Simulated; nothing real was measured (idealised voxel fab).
Process module name: voxel gate over fins
For reference, the cross-section in this document is cut, with width 235 nm and square cells of 5 nm.
For the purposes of this document, a cross-section shall be understood as a grid of square cells, specified as bands listed in top-to-bottom order, each band consisting of one or more rows of cells.
First you get the band's top height and its bottom height, in nm, and then the materials it's made of, left to right, with each width in nm. If you see a single material with "full width", that one covers the band edge to edge. "blank" is empty space.
Heights are reckoned from 0. Under this level, the received wafer is all of one material. The bottommost band is open-ended downward, for example "0..down".
It should be noted that a width expressed as "30->40" varies in equal increments from row to row of cells within the band, taking the value of the first number at the top row and that of the second number at the bottom row.
"no alteration" means the step left every cell of the cross-section as it was.
The label "Enclosed cavity list" introduces a list of the empty spaces, 8 cells or larger, that have no open way up to the top; each entry in it reads width x height at distance, where the distance is taken from the left edge and all three are stated in nm.
Where a step's line continues beyond its settings, the continuation is a remark by the simulator itself on that step.
The "overlay nm" setting may appear on a step's line; for a step that uses a mask, it gives how far to the right of its planned position the mask lay, and a negative value indicates the left.
Below is the list of planned process steps
step 1: op RECEIVE | material Si
step 2: op CONFORMAL_DEP | material SiN | thk nm 10
step 3: op DIRECTIONAL_DEP | material aC | thk nm 10
step 4: op PATTERN | tone cover | mask id FINS | material resist | width nm 15 | pitch nm 50 | thk nm 25 | overlay nm 0
step 5: op DIRECTIONAL_ETCH | etch materials aC | depth nm 10
step 6: op STRIP | etch materials resist
step 7: op DIRECTIONAL_ETCH | etch materials SiN | depth nm 10
step 8: op DIRECTIONAL_ETCH | etch materials Si | depth nm 35
step 9: op STRIP | etch materials aC
step 10: op OXIDIZE | depth nm 5
step 11: op FILL_DEP | material SiO2 | thk nm 10
step 12: op CMP | height nm 10
step 13: op DIRECTIONAL_DEP | material aC | thk nm 10
step 14: op PATTERN | tone open | mask id RAIL | material resist | width nm 15 | thk nm 30 | overlay nm 0
step 15: op DIRECTIONAL_ETCH | etch materials aC | depth nm 10
step 16: op STRIP | etch materials resist
step 17: op DIRECTIONAL_ETCH | etch materials SiO2 | depth nm 40
step 18: op STRIP | etch materials aC
step 19: op CONFORMAL_DEP | material TiN | thk nm 5
step 20: op FILL_DEP | material Ru | thk nm 5
step 21: op CMP | height nm 10
step 22: op SELECTIVE_ETCH | etch materials W Ru TiN | depth nm 35
step 23: op FILL_DEP | material SiO2 | thk nm 5
step 24: op CMP | height nm 10
step 25: op SELECTIVE_ETCH | etch materials SiO2 | depth nm 25
step 26: op STRIP | etch materials SiN
step 27: op CONFORMAL_DEP | material HfO2 | thk nm 5
step 28: op CONFORMAL_DEP | material TiN | thk nm 5
step 29: op CONFORMAL_DEP | material TiAl | thk nm 5
step 30: op CONFORMAL_DEP | material TiN | thk nm 5
step 31: op FILL_DEP | material W | thk nm 10
step 32: op CMP | height nm 25
step 33: op CONFORMAL_DEP | material SiN | thk nm 10
As received (post step 1): cross-section
0..down  Si full width
Enclosed cavity list: none
Cross-section: first of two wafers, module finished, run according to plan
35..25  SiN full width
25..20  W full width
20..15  20 nm W; 45 nm TiN; 5 nm W; 45 nm TiN; 5 nm W; 45 nm TiN; 5 nm W; 45 nm TiN; 20 nm W
15..10  20 nm W; 5 nm TiN; 35 nm TiAl; 5 nm TiN; 5 nm W; 5 nm TiN; 35 nm TiAl; 5 nm TiN; 5 nm W; 5 nm TiN; 35 nm TiAl; 5 nm TiN; 5 nm W; 5 nm TiN; 35 nm TiAl; 5 nm TiN; 20 nm W
10..5  20 nm W; 5 nm TiN; 5 nm TiAl; 25 nm TiN; 5 nm TiAl; 5 nm TiN; 5 nm W; 5 nm TiN; 5 nm TiAl; 25 nm TiN; 5 nm TiAl; 5 nm TiN; 5 nm W; 5 nm TiN; 5 nm TiAl; 25 nm TiN; 5 nm TiAl; 5 nm TiN; 5 nm W; 5 nm TiN; 5 nm TiAl; 25 nm TiN; 5 nm TiAl; 5 nm TiN; 20 nm W
5..0  25 nm TiN; 5 nm TiAl; 5 nm TiN; 15 nm HfO2; 5 nm TiN; 5 nm TiAl; 15 nm TiN; 5 nm TiAl; 5 nm TiN; 15 nm HfO2; 5 nm TiN; 5 nm TiAl; 15 nm TiN; 5 nm TiAl; 5 nm TiN; 15 nm HfO2; 5 nm TiN; 5 nm TiAl; 15 nm TiN; 5 nm TiAl; 5 nm TiN; 15 nm HfO2; 5 nm TiN; 5 nm TiAl; 25 nm TiN
0..-5  30 nm TiAl; 5 nm TiN; 5 nm HfO2; 5 nm Si; 5 nm HfO2; 5 nm TiN; 25 nm TiAl; 5 nm TiN; 5 nm HfO2; 5 nm Si; 5 nm HfO2; 5 nm TiN; 25 nm TiAl; 5 nm TiN; 5 nm HfO2; 5 nm Si; 5 nm HfO2; 5 nm TiN; 25 nm TiAl; 5 nm TiN; 5 nm HfO2; 5 nm Si; 5 nm HfO2; 5 nm TiN; 30 nm TiAl
-5..-10  35 nm TiN; 5 nm HfO2; 5 nm Si; 5 nm HfO2; 35 nm TiN; 5 nm HfO2; 5 nm Si; 5 nm HfO2; 35 nm TiN; 5 nm HfO2; 5 nm Si; 5 nm HfO2; 35 nm TiN; 5 nm HfO2; 5 nm Si; 5 nm HfO2; 35 nm TiN
-10..-15  40 nm HfO2; 5 nm Si; 45 nm HfO2; 5 nm Si; 45 nm HfO2; 5 nm Si; 45 nm HfO2; 5 nm Si; 40 nm HfO2
-15..-25  40 nm SiO2; 5 nm Si; 45 nm SiO2; 5 nm Si; 45 nm SiO2; 5 nm Si; 45 nm SiO2; 5 nm Si; 40 nm SiO2
-25..-30  40 nm SiO2; 5 nm Si; 15 nm SiO2; 15 nm TiN; 15 nm SiO2; 5 nm Si; 45 nm SiO2; 5 nm Si; 45 nm SiO2; 5 nm Si; 40 nm SiO2
-30..-40  40 nm SiO2; 5 nm Si; 45 nm SiO2; 5 nm Si; 45 nm SiO2; 5 nm Si; 45 nm SiO2; 5 nm Si; 40 nm SiO2
-40..down  Si full width
Enclosed cavity list: none
Cross-sectional image of the second wafer of the two following completion of the module. Starting state and process plan were the same as for the first wafer; one execution error occurred
35..25  SiN full width
25..15  W full width
15..5  25 nm W; 35 nm TiN; 15 nm W; 35 nm TiN; 15 nm W; 35 nm TiN; 15 nm W; 35 nm TiN; 25 nm W
5..0  25 nm W; 10 nm TiN; 15 nm HfO2; 10 nm TiN; 15 nm W; 10 nm TiN; 15 nm HfO2; 10 nm TiN; 15 nm W; 10 nm TiN; 15 nm HfO2; 10 nm TiN; 15 nm W; 10 nm TiN; 15 nm HfO2; 10 nm TiN; 25 nm W
0..-10  35 nm TiN; 5 nm HfO2; 5 nm Si; 5 nm HfO2; 35 nm TiN; 5 nm HfO2; 5 nm Si; 5 nm HfO2; 35 nm TiN; 5 nm HfO2; 5 nm Si; 5 nm HfO2; 35 nm TiN; 5 nm HfO2; 5 nm Si; 5 nm HfO2; 35 nm TiN
-10..-15  40 nm HfO2; 5 nm Si; 45 nm HfO2; 5 nm Si; 45 nm HfO2; 5 nm Si; 45 nm HfO2; 5 nm Si; 40 nm HfO2
-15..-25  40 nm SiO2; 5 nm Si; 45 nm SiO2; 5 nm Si; 45 nm SiO2; 5 nm Si; 45 nm SiO2; 5 nm Si; 40 nm SiO2
-25..-30  40 nm SiO2; 5 nm Si; 15 nm SiO2; 15 nm TiN; 15 nm SiO2; 5 nm Si; 45 nm SiO2; 5 nm Si; 45 nm SiO2; 5 nm Si; 40 nm SiO2
-30..-40  40 nm SiO2; 5 nm Si; 45 nm SiO2; 5 nm Si; 45 nm SiO2; 5 nm Si; 45 nm SiO2; 5 nm Si; 40 nm SiO2
-40..down  Si full width
Enclosed cavity list: none
So what did we get wrong on this run? plan step 29 was not performed, having been skipped
Final comparison by cell count, materials where the second wafer has more or fewer than the first: -71 TiAl | +71 W
